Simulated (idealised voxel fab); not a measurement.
process module | voxel capacitor over wiring
cross-section cut | 250 nm wide | cells 5 nm
A cross-section is a grid of square cells, given in bands from the top down. A band is one or more rows of cells.
Each band's line starts with the height of the band's top and of its bottom, in nm. Then come its materials from left to right, each with its width in nm. One material with "throughout" fills the band from edge to edge. "air" is empty space.
Height 0 is the level under which the wafer as received is all one material. The lowest band goes on downwards, as in "0 down".
A width such as "30 to 40" changes by the same amount from each row of cells to the next, from the band's top row to its bottom row.
"no change" after a step means that no cell of the cross-section changed.
closed voids: empty space of 8 cells or more with no open way to the top, each as width x height at its distance from the left edge, in nm
after a step's settings: what the simulator itself notes on the step
overlay nm, on a step with a mask: how far to the right of its planned place the mask lay; to the left if negative
plan
1 op RECEIVE | material Si
2 op CONFORMAL_DEP | material SiO2 | thk nm 15
3 op DIRECTIONAL_DEP | material TiN | thk nm 5
4 op DIRECTIONAL_DEP | material W | thk nm 20
5 op PATTERN | tone cover | mask id METAL_1 | material resist | width nm 30 | pitch nm 100 | thk nm 15 | overlay nm 0
6 op DIRECTIONAL_ETCH | etch materials W | depth nm 20
7 op DIRECTIONAL_ETCH | etch materials TiN | depth nm 5
8 op STRIP | etch materials resist
9 op FILL_DEP | material SiO2 | thk nm 5
10 op CMP | height nm 40
11 op CONFORMAL_DEP | material SiCN | thk nm 5
12 op DIRECTIONAL_DEP | material SiO2 | thk nm 20
13 op PATTERN | tone open | mask id PLUG_1 | material resist | width nm 15 | thk nm 15 | overlay nm 0
14 op DIRECTIONAL_ETCH | etch materials SiO2 | depth nm 20
15 op DIRECTIONAL_ETCH | etch materials SiCN | depth nm 5
16 op STRIP | etch materials resist
17 op EPI | material Ru | thk nm 10
18 op EPI | material Ru | thk nm 10
19 op EPI | material Ru | thk nm 5
20 op DIRECTIONAL_DEP | material TiN | thk nm 10
21 op DIRECTIONAL_DEP | material HfO2 | thk nm 5
22 op DIRECTIONAL_DEP | material TiN | thk nm 10
23 op DIRECTIONAL_DEP | material aC | thk nm 15
24 op PATTERN | tone cover | mask id UPPER_PLATE | material resist | width nm 75 | thk nm 35 | overlay nm 0
25 op DIRECTIONAL_ETCH | etch materials aC | depth nm 15
26 op STRIP | etch materials resist
27 op DIRECTIONAL_ETCH | etch materials TiN | depth nm 10
28 op DIRECTIONAL_ETCH | etch materials HfO2 | depth nm 5
29 op STRIP | etch materials aC
30 op DIRECTIONAL_DEP | material aC | thk nm 15
31 op PATTERN | tone cover | mask id LOWER_PLATE | material resist | width nm 85 | thk nm 35 | overlay nm 0
32 op DIRECTIONAL_ETCH | etch materials aC | depth nm 15
33 op STRIP | etch materials resist
34 op DIRECTIONAL_ETCH | etch materials TiN | depth nm 10
35 op STRIP | etch materials aC
36 op FILL_DEP | material SiO2 | thk nm 15
37 op CMP | height nm 100
38 op DIRECTIONAL_DEP | material aC | thk nm 15
39 op PATTERN | tone open | mask id PLUG_2 | material resist | width nm 15 | thk nm 30 | overlay nm 0
40 op DIRECTIONAL_ETCH | etch materials aC | depth nm 15
41 op STRIP | etch materials resist
42 op DIRECTIONAL_ETCH | etch materials SiO2 | depth nm 10
43 op STRIP | etch materials aC
44 op CONFORMAL_DEP | material TiN | thk nm 5
45 op FILL_DEP | material W | thk nm 5
46 op CMP | height nm 100
47 op CONFORMAL_DEP | material SiCN | thk nm 5
as received, after step 1
  0 down: Si throughout
  closed voids: none
a wafer at the end: this start, this plan, one mistake
  105 to 100: SiCN throughout
  100 to 95: SiO2 85 | TiN 5 | W 5 | TiN 5 | SiO2 150
  95 to 90: SiO2 85 | TiN 15 | SiO2 150
  90 to 80: SiO2 75 | TiN 75 | SiO2 100
  80 to 75: SiO2 throughout
  75 to 65: TiN throughout
  65 to 45: SiO2 75 | Ru 15 | SiO2 160
  45 to 40: SiCN 75 | Ru 15 | SiCN 160
  40 to 20: SiO2 60 | W 30 | SiO2 70 | W 30 | SiO2 60
  20 to 15: SiO2 60 | TiN 30 | SiO2 70 | TiN 30 | SiO2 60
  15 to 0: SiO2 throughout
  0 down: Si throughout
  closed voids: none
what went wrong: step 21 ran as: op DIRECTIONAL_DEP | material SiO2 | thk nm 5
